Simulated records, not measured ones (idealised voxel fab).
Presented below is a process module, voxel spacer lines.
cross-section cut | 250 nm wide | cells 5 nm
If you're reading a cross-section in this doc, picture square cells in a grid; it comes to you as bands, top ones listed first down to the bottom, and a band can be one or more rows of cells.
Look at the band entry: it leads with the top's height and the bottom's height in nm. Then it lists the materials left to right, with a width in nm for each. The word "throughout" on a single material says that material fills the band edge to edge. The word "blank" is empty space.
We count height from 0. Below that, the starting wafer is all one material. The lowest band never ends at the bottom but goes on down; see "0 and below" for how that is written.
A width given as "30->40" starts at the first number in the band's top row and ends at the second number in its bottom row, shifting by an equal amount at every step from row to row.
When a step is marked "no modification", none of the cells in the cross-section changed during that step.
Under "Non-vented voids" you'll find the enclosed gaps, the ones with no way out to the top, that are 8 cells or bigger; each reads width x height at distance, with distance counted from the left edge, everything in nm.
It should be noted that, on the line of a given step, the content following the step's settings is a remark produced by the simulator itself with respect to that step.
overlay nm, on a step with a mask: how far to the right of its planned place the mask lay; to the left if negative

[The steps planned for the process are as follows]
| 1 | RECEIVE,material Si |
| 2 | CONFORMAL_DEP,material Al2O3,thk nm 5 |
| 3 | DIRECTIONAL_DEP,material SiN,thk nm 10 |
| 4 | DIRECTIONAL_DEP,material aC,thk nm 20 |
| 5 | PATTERN,tone cover,mask id MANDREL,material resist,width nm 15,pitch nm 50,thk nm 30,overlay nm 0 |
| 6 | DIRECTIONAL_ETCH,etch materials aC,depth nm 20 |
| 7 | STRIP,etch materials resist |
| 8 | CONFORMAL_DEP,material SiO2,thk nm 10 |
| 9 | DIRECTIONAL_ETCH,etch materials SiO2,depth nm 10 |
| 10 | STRIP,etch materials aC |
| 11 | DIRECTIONAL_ETCH,etch materials SiN,depth nm 10 |
| 12 | STRIP,etch materials SiO2 |
| 13 | FILL_DEP,material SiO2,thk nm 10 |
| 14 | CMP,height nm 15 |

[as received, after step 1]
    0 and below  Si throughout
    Non-vented voids: none

[End-of-module XS, first of two wafers, run as planned]
    15 down to 5  55 nm SiO2 | 10 nm SiN | 15 nm SiO2 | 10 nm SiN | 15 nm SiO2 | 10 nm SiN | 15 nm SiO2 | 10 nm SiN | 15 nm SiO2 | 10 nm SiN | 15 nm SiO2 | 10 nm SiN | 60 nm SiO2
    5 down to 0  Al2O3 throughout
    0 and below  Si throughout
    Non-vented voids: none

[Second of two wafers, module complete, sectioned: it shares the first wafer's start and plan but was run with one mistake]
    15 down to 5  aC throughout
    5 down to 0  Al2O3 throughout
    0 and below  Si throughout
    Non-vented voids: none
Nonconformance to the process plan: step 3 ran in the slot meant for step 4, and vice versa
Final wafer comparison in cells, second versus first, more or fewer per material: -24 SiN, -76 SiO2, +100 aC
